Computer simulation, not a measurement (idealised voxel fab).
process module | voxel tone inversion
cross-section cut | 290 nm wide | cells 5 nm
A cross-section is a grid of square cells, given in bands from the top down. A band is one or more rows of cells.
Each band's line starts with the height of the band's top and of its bottom, in nm. Then come its materials from left to right, each with its width in nm. One material with "throughout" fills the band from edge to edge. "air" is empty space.
Height 0 is the level under which the wafer as received is all one material. The lowest band goes on downwards, as in "0 down".
A width such as "30 to 40" changes by the same amount from each row of cells to the next, from the band's top row to its bottom row.
"no change" after a step means that no cell of the cross-section changed.
closed voids: empty space of 8 cells or more with no open way to the top, each as width x height at its distance from the left edge, in nm
after a step's settings: what the simulator itself notes on the step
overlay nm, on a step with a mask: how far to the right of its planned place the mask lay; to the left if negative
plan
1 op RECEIVE | material Si
2 op CONFORMAL_DEP | material SiCN | thk nm 10
3 op DIRECTIONAL_DEP | material polySi | thk nm 5
4 op PATTERN | tone cover | mask id POSTS | material resist | width nm 20 | pitch nm 50 | thk nm 20 | overlay nm 0
5 op DIRECTIONAL_ETCH | etch materials polySi | depth nm 15
6 op STRIP | etch materials resist
7 op FILL_DEP | material lowk | thk nm 10
8 op CMP | height nm 25
9 op STRIP | etch materials polySi
10 op CONFORMAL_DEP | material TiN | thk nm 5
11 op FILL_DEP | material W | thk nm 10
12 op CMP | height nm 25
13 op CONFORMAL_DEP | material SiN | thk nm 5
varied across the wafers: thk nm of step 3. The plan shows the first wafer's value. All wafers start alike
first wafer as received, after step 1
  0 down: Si throughout
  closed voids: none
each wafer at the end: cells of each material gained (+) or lost (-) since it was received, then its closed voids
thk nm 5 | +116 SiCN | +58 SiN | +166 lowk | +8 polySi | closed voids: none
thk nm 10 | +116 SiCN | +58 SiN | +158 lowk | +16 polySi | closed voids: none
thk nm 15 | +116 SiCN | +58 SiN | +16 TiN | +8 W | +150 lowk | closed voids: none
thk nm 20 | +116 SiCN | +58 SiN | +58 TiN | +116 W | closed voids: none
thk nm 25 | +116 SiCN | +58 SiN | +58 TiN | +116 W | closed voids: none
thk nm 30 | +116 SiCN | +58 SiN | +58 TiN | +116 W | closed voids: none
